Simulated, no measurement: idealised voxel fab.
process module | voxel transistor to metal
cross-section cut | 265 nm wide | cells 5 nm
A cross-section is a grid of square cells, given in bands from the top down. A band is one or more rows of cells.
Each band's line starts with the height of the band's top and of its bottom, in nm. Then come its materials from left to right, each with its width in nm. One material with "throughout" fills the band from edge to edge. "air" is empty space.
Height 0 is the level under which the wafer as received is all one material. The lowest band goes on downwards, as in "0 down".
A width such as "30 to 40" changes by the same amount from each row of cells to the next, from the band's top row to its bottom row.
"no change" after a step means that no cell of the cross-section changed.
closed voids: empty space of 8 cells or more with no open way to the top, each as width x height at its distance from the left edge, in nm
after a step's settings: what the simulator itself notes on the step
overlay nm, on a step with a mask: how far to the right of its planned place the mask lay; to the left if negative
plan
1 op RECEIVE | material Si
2 op CONFORMAL_DEP | material SiO2 | thk nm 5
3 op CONFORMAL_DEP | material SiN | thk nm 10
4 op PATTERN | tone cover | mask id ACTIVE | material resist | width nm 105 | pitch nm 125 | thk nm 15 | overlay nm 0
5 op DIRECTIONAL_ETCH | etch materials SiN | depth nm 10
6 op DIRECTIONAL_ETCH | etch materials SiO2 | depth nm 5
7 op DIRECTIONAL_ETCH | etch materials Si | depth nm 35
8 op STRIP | etch materials resist
9 op OXIDIZE | depth nm 5
10 op FILL_DEP | material SiO2 | thk nm 15
11 op CMP | height nm 15
12 op SELECTIVE_ETCH | etch materials SiO2 | depth nm 5
13 op STRIP | etch materials SiN
14 op SELECTIVE_ETCH | etch materials SiO2 | depth nm 5
15 op OXIDIZE | depth nm 5
16 op DIRECTIONAL_DEP | material polySi | thk nm 20
17 op DIRECTIONAL_DEP | material SiCN | thk nm 15
18 op PATTERN | tone cover | mask id GATE | material resist | width nm 25 | pitch nm 125 | thk nm 20 | overlay nm 0
19 op DIRECTIONAL_ETCH | etch materials SiCN | depth nm 25
20 op DIRECTIONAL_ETCH | etch materials polySi | depth nm 30
21 op STRIP | etch materials resist
22 op CONFORMAL_DEP | material SiO2 | thk nm 5
23 op DIRECTIONAL_ETCH | etch materials SiO2 | depth nm 5
24 op CONFORMAL_DEP | material SiN | thk nm 5
25 op DIRECTIONAL_ETCH | etch materials SiN | depth nm 5
26 op DIRECTIONAL_ETCH | etch materials SiO2 | depth nm 5
27 op DIRECTIONAL_ETCH | etch materials Si | depth nm 15
28 op EPI | material pSi | thk nm 20
29 op FILL_DEP | material SiO2 | thk nm 5
30 op CMP | height nm 35
31 op DIRECTIONAL_DEP | material SiO2 | thk nm 15
32 op MASKED_ETCH | tone open | mask id CONTACT | width nm 30 | etch materials SiO2 | depth nm 50 | overlay nm 0
33 op CONFORMAL_DEP | material TiN | thk nm 5
34 op FILL_DEP | material W | thk nm 5
35 op CMP | height nm 50
36 op CONFORMAL_DEP | material SiCN | thk nm 5
37 op DIRECTIONAL_DEP | material lowk | thk nm 20
38 op MASKED_ETCH | tone open | mask id METAL_1 | width nm 20 | etch materials lowk | depth nm 20 | overlay nm 0
39 op MASKED_ETCH | tone open | mask id METAL_1 | width nm 20 | etch materials SiCN | depth nm 5 | overlay nm 0
40 op CONFORMAL_DEP | material TiN | thk nm 5
41 op FILL_DEP | material Cu | thk nm 5
42 op CMP | height nm 75
43 op CONFORMAL_DEP | material SiCN | thk nm 5
44 op DIRECTIONAL_DEP | material lowk | thk nm 35
45 op PATTERN | tone open | mask id METAL_2_HOLES | material resist | width nm 15 | pitch nm 125 | thk nm 15 | overlay nm 0
46 op DIRECTIONAL_ETCH | etch materials lowk | depth nm 35
47 op STRIP | etch materials resist
48 op DIRECTIONAL_DEP | material aC | thk nm 10
49 op PATTERN | tone open | mask id METAL_2 | material resist | width nm 20 | pitch nm 125 | thk nm 25 | overlay nm 0
50 op DIRECTIONAL_ETCH | etch materials aC | depth nm 10
51 op STRIP | etch materials resist
52 op DIRECTIONAL_ETCH | etch materials lowk | depth nm 20
53 op DIRECTIONAL_ETCH | etch materials SiCN | depth nm 5
54 op STRIP | etch materials aC
55 op CONFORMAL_DEP | material TiN | thk nm 5
56 op FILL_DEP | material Cu | thk nm 10
57 op CMP | height nm 115
58 op CONFORMAL_DEP | material SiN | thk nm 5
as received, after step 1
  0 down: Si throughout
  closed voids: none
first wafer at the end, as planned
  120 to 115: SiN throughout
  115 to 100: lowk 20 | TiN 5 | Cu 10 | TiN 5 | lowk 105 | TiN 5 | Cu 10 | TiN 5 | lowk 100
  100 to 95: lowk 20 | TiN 5 | Cu 5 | TiN 10 | lowk 105 | TiN 5 | Cu 5 | TiN 10 | lowk 100
  95 to 80: lowk 20 | TiN 5 | Cu 5 | TiN 5 | lowk 110 | TiN 5 | Cu 5 | TiN 5 | lowk 105
  80 to 75: SiCN 20 | TiN 15 | SiCN 110 | TiN 15 | SiCN 105
  75 to 55: lowk 20 | TiN 5 | Cu 10 | TiN 5 | lowk 55 | TiN 5 | Cu 10 | TiN 5 | lowk 30 | TiN 5 | Cu 10 | TiN 5 | lowk 55 | TiN 5 | Cu 10 | TiN 5 | lowk 25
  55 to 50: SiCN 20 | TiN 20 | SiCN 55 | TiN 20 | SiCN 30 | TiN 20 | SiCN 55 | TiN 20 | SiCN 25
  50 to 40: SiO2 20 | TiN 5 | W 20 | TiN 5 | SiO2 35 | TiN 5 | W 20 | TiN 5 | SiO2 30 | TiN 5 | W 20 | TiN 5 | SiO2 35 | TiN 5 | W 20 | TiN 5 | SiO2 25
  40 to 35: SiO2 20 | TiN 5 | W 15 | TiN 10 | SiO2 35 | TiN 10 | W 15 | TiN 5 | SiO2 30 | TiN 5 | W 15 | TiN 10 | SiO2 35 | TiN 10 | W 15 | TiN 5 | SiO2 25
  35 to 20: SiO2 20 | TiN 5 | W 15 | TiN 5 | SiN 5 | SiO2 5 | SiCN 25 | SiO2 5 | SiN 5 | TiN 5 | W 15 | TiN 5 | SiO2 30 | TiN 5 | W 15 | TiN 5 | SiN 5 | SiO2 5 | SiCN 25 | SiO2 5 | SiN 5 | TiN 5 | W 15 | TiN 5 | SiO2 25
  20 to 15: SiO2 20 | TiN 25 | SiN 5 | SiO2 5 | polySi 25 | SiO2 5 | SiN 5 | TiN 25 | SiO2 30 | TiN 25 | SiN 5 | SiO2 5 | polySi 25 | SiO2 5 | SiN 5 | TiN 25 | SiO2 25
  15 to 5: SiO2 20 | TiN 5 | pSi 20 | SiN 5 | SiO2 5 | polySi 25 | SiO2 5 | SiN 5 | pSi 20 | TiN 5 | SiO2 30 | TiN 5 | pSi 20 | SiN 5 | SiO2 5 | polySi 25 | SiO2 5 | SiN 5 | pSi 20 | TiN 5 | SiO2 25
  5 to 0: SiO2 15 | SiN 5 | TiN 5 | pSi 20 | SiN 5 | SiO2 5 | polySi 25 | SiO2 5 | SiN 5 | pSi 20 | TiN 5 | SiN 5 | SiO2 20 | SiN 5 | TiN 5 | pSi 20 | SiN 5 | SiO2 5 | polySi 25 | SiO2 5 | SiN 5 | pSi 20 | TiN 5 | SiN 5 | SiO2 20
  0 to -5: SiO2 20 | pSi 25 | SiO2 45 | pSi 25 | SiO2 30 | pSi 25 | SiO2 45 | pSi 25 | SiO2 25
  -5 to -20: SiO2 20 | pSi 25 | Si 45 | pSi 25 | SiO2 30 | pSi 25 | Si 45 | pSi 25 | SiO2 25
  -20 to -40: SiO2 20 | Si 95 | SiO2 30 | Si 95 | SiO2 25
  -40 down: Si throughout
  closed voids: none
second wafer at the end: like start, like plan, one mistake
  120 to 115: SiN throughout
  115 to 100: lowk 20 | TiN 5 | Cu 10 | TiN 5 | lowk 105 | TiN 5 | Cu 10 | TiN 5 | lowk 100
  100 to 95: lowk 20 | TiN 10 | Cu 5 | TiN 5 | lowk 105 | TiN 10 | Cu 5 | TiN 5 | lowk 100
  95 to 80: lowk 25 | TiN 5 | Cu 5 | TiN 5 | lowk 110 | TiN 5 | Cu 5 | TiN 5 | lowk 100
  80 to 75: SiCN 25 | TiN 15 | SiCN 110 | TiN 15 | SiCN 100
  75 to 55: lowk 20 | TiN 5 | Cu 10 | TiN 5 | lowk 55 | TiN 5 | Cu 10 | TiN 5 | lowk 30 | TiN 5 | Cu 10 | TiN 5 | lowk 55 | TiN 5 | Cu 10 | TiN 5 | lowk 25
  55 to 50: SiCN 20 | TiN 20 | SiCN 55 | TiN 20 | SiCN 30 | TiN 20 | SiCN 55 | TiN 20 | SiCN 25
  50 to 40: SiO2 20 | TiN 5 | W 20 | TiN 5 | SiO2 35 | TiN 5 | W 20 | TiN 5 | SiO2 30 | TiN 5 | W 20 | TiN 5 | SiO2 35 | TiN 5 | W 20 | TiN 5 | SiO2 25
  40 to 35: SiO2 20 | TiN 5 | W 15 | TiN 10 | SiO2 35 | TiN 10 | W 15 | TiN 5 | SiO2 30 | TiN 5 | W 15 | TiN 10 | SiO2 35 | TiN 10 | W 15 | TiN 5 | SiO2 25
  35 to 20: SiO2 20 | TiN 5 | W 15 | TiN 5 | SiN 5 | SiO2 5 | SiCN 25 | SiO2 5 | SiN 5 | TiN 5 | W 15 | TiN 5 | SiO2 30 | TiN 5 | W 15 | TiN 5 | SiN 5 | SiO2 5 | SiCN 25 | SiO2 5 | SiN 5 | TiN 5 | W 15 | TiN 5 | SiO2 25
  20 to 15: SiO2 20 | TiN 25 | SiN 5 | SiO2 5 | polySi 25 | SiO2 5 | SiN 5 | TiN 25 | SiO2 30 | TiN 25 | SiN 5 | SiO2 5 | polySi 25 | SiO2 5 | SiN 5 | TiN 25 | SiO2 25
  15 to 5: SiO2 20 | TiN 5 | pSi 20 | SiN 5 | SiO2 5 | polySi 25 | SiO2 5 | SiN 5 | pSi 20 | TiN 5 | SiO2 30 | TiN 5 | pSi 20 | SiN 5 | SiO2 5 | polySi 25 | SiO2 5 | SiN 5 | pSi 20 | TiN 5 | SiO2 25
  5 to 0: SiO2 15 | SiN 5 | TiN 5 | pSi 20 | SiN 5 | SiO2 5 | polySi 25 | SiO2 5 | SiN 5 | pSi 20 | TiN 5 | SiN 5 | SiO2 20 | SiN 5 | TiN 5 | pSi 20 | SiN 5 | SiO2 5 | polySi 25 | SiO2 5 | SiN 5 | pSi 20 | TiN 5 | SiN 5 | SiO2 20
  0 to -5: SiO2 20 | pSi 25 | SiO2 45 | pSi 25 | SiO2 30 | pSi 25 | SiO2 45 | pSi 25 | SiO2 25
  -5 to -20: SiO2 20 | pSi 25 | Si 45 | pSi 25 | SiO2 30 | pSi 25 | Si 45 | pSi 25 | SiO2 25
  -20 to -40: SiO2 20 | Si 95 | SiO2 30 | Si 95 | SiO2 25
  -40 down: Si throughout
  closed voids: none
what went wrong: step 45 ran as: op PATTERN | tone open | mask id METAL_2_HOLES | material resist | width nm 15 | pitch nm 125 | thk nm 15 | overlay nm 5
at the end the second wafer has, in cells: as many of each material as the first, in other places
